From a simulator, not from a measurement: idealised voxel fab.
process module | voxel capacitor over wiring
Square cells of 5 nm make up the cross-section cut, whose width is 270 nm.
The cross-sections in this document take the form of a grid made of square cells. They are written out as bands, in order from top to bottom. Each band consists of one or more rows of cells. Look at the band entry: it leads with the top's height and the bottom's height in nm. Then it lists the materials left to right, with a width in nm for each. The word "everywhere" on a single material says that material fills the band edge to edge. The word "blank" is empty space. Heads up on the height convention: 0 is the point under which the incoming wafer is all one material, and the lowest band has no bottom, it just keeps going down, like "0 nm and below". Think of "30->40" as a width that walks from the first number to the second as you go down the band, top row to bottom row, taking equal-sized steps from row to row. The cross-section has no changed cell in any step marked "no change occurred". This entry, "Encapsulated voids", enumerates those empty regions of no fewer than 8 cells that possess no open connection to the top. Each region is reported in the form width x height at distance, the distance being taken from the left edge, with all three quantities expressed in nm. Heads up: the bit after the settings on a step's line is the simulator's remark on that step. Steps that use a mask can have "overlay nm" on their line. It says how far the mask sat to the right of where it was meant to be. Negative means to the left.

# List of planned process steps
1,RECEIVE [material Si]
2,CONFORMAL_DEP [material SiO2] [thk nm 15]
3,DIRECTIONAL_DEP [material TiN] [thk nm 5]
4,DIRECTIONAL_DEP [material Ru] [thk nm 25]
5,PATTERN [tone cover] [mask id METAL_1] [material resist] [width nm 20] [pitch nm 75] [thk nm 15] [overlay nm 0]
6,DIRECTIONAL_ETCH [etch materials Ru] [depth nm 25]
7,DIRECTIONAL_ETCH [etch materials TiN] [depth nm 5]
8,STRIP [etch materials resist]
9,CONFORMAL_DEP [material SiN] [thk nm 5]
10,FILL_DEP [material lowk] [thk nm 10]
11,CMP [height nm 45]
12,CONFORMAL_DEP [material SiCN] [thk nm 5]
13,DIRECTIONAL_DEP [material lowk] [thk nm 5]
14,DIRECTIONAL_DEP [material aC] [thk nm 10]
15,PATTERN [tone open] [mask id PLUG_1] [material resist] [width nm 15] [thk nm 25] [overlay nm 0]
16,DIRECTIONAL_ETCH [etch materials aC] [depth nm 10]
17,STRIP [etch materials resist]
18,DIRECTIONAL_ETCH [etch materials lowk] [depth nm 10]
19,DIRECTIONAL_ETCH [etch materials SiCN] [depth nm 5]
20,STRIP [etch materials aC]
21,CONFORMAL_DEP [material TiN] [thk nm 5]
22,FILL_DEP [material Ru] [thk nm 10]
23,CMP [height nm 60]
24,DIRECTIONAL_DEP [material TiN] [thk nm 10]
25,DIRECTIONAL_DEP [material SiN] [thk nm 5]
26,DIRECTIONAL_DEP [material TiN] [thk nm 10]
27,PATTERN [tone cover] [mask id UPPER_PLATE] [material resist] [width nm 60] [thk nm 20] [overlay nm 0]
28,DIRECTIONAL_ETCH [etch materials TiN] [depth nm 10]
29,DIRECTIONAL_ETCH [etch materials SiN] [depth nm 5]
30,STRIP [etch materials resist]
31,MASKED_ETCH [tone cover] [mask id LOWER_PLATE] [width nm 70] [etch materials TiN] [depth nm 10] [overlay nm 0]
32,FILL_DEP [material SiO2] [thk nm 20]
33,CMP [height nm 100]
34,DIRECTIONAL_DEP [material aC] [thk nm 10]
35,PATTERN [tone open] [mask id PLUG_2] [material resist] [width nm 15] [thk nm 25] [overlay nm 0]
36,DIRECTIONAL_ETCH [etch materials aC] [depth nm 10]
37,STRIP [etch materials resist]
38,DIRECTIONAL_ETCH [etch materials SiO2] [depth nm 15]
39,STRIP [etch materials aC]
40,CONFORMAL_DEP [material TiN] [thk nm 5]
41,FILL_DEP [material Ru] [thk nm 10]
42,CMP [height nm 100]
43,CONFORMAL_DEP [material SiN] [thk nm 5]
What sets these wafers apart? The thk nm at step 13. They all start alike, and the plan carries the first wafer's value.

# The as-received cross-section of the first of several wafers corresponds to the state after step 1
  0 nm and below: Si everywhere
  Encapsulated voids: none

# Each row below is a wafer at the end of the module, listing for every material the number of cells it has gained (+) or lost (-) since it was received, followed by its closed voids
thk nm 5; +44 Ru; +51 SiCN; +132 SiN; +521 SiO2; +125 TiN; +261 lowk; Encapsulated voids: none
thk nm 10; +44 Ru; +51 SiCN; +132 SiN; +521 SiO2; +74 TiN; +312 lowk; Encapsulated voids: none
thk nm 15; +42 Ru; +54 SiCN; +132 SiN; +521 SiO2; +70 TiN; +315 lowk; Encapsulated voids: none
thk nm 20; +42 Ru; +54 SiCN; +132 SiN; +521 SiO2; +67 TiN; +318 lowk; Encapsulated voids: none
thk nm 25; +42 Ru; +54 SiCN; +132 SiN; +521 SiO2; +67 TiN; +318 lowk; Encapsulated voids: none
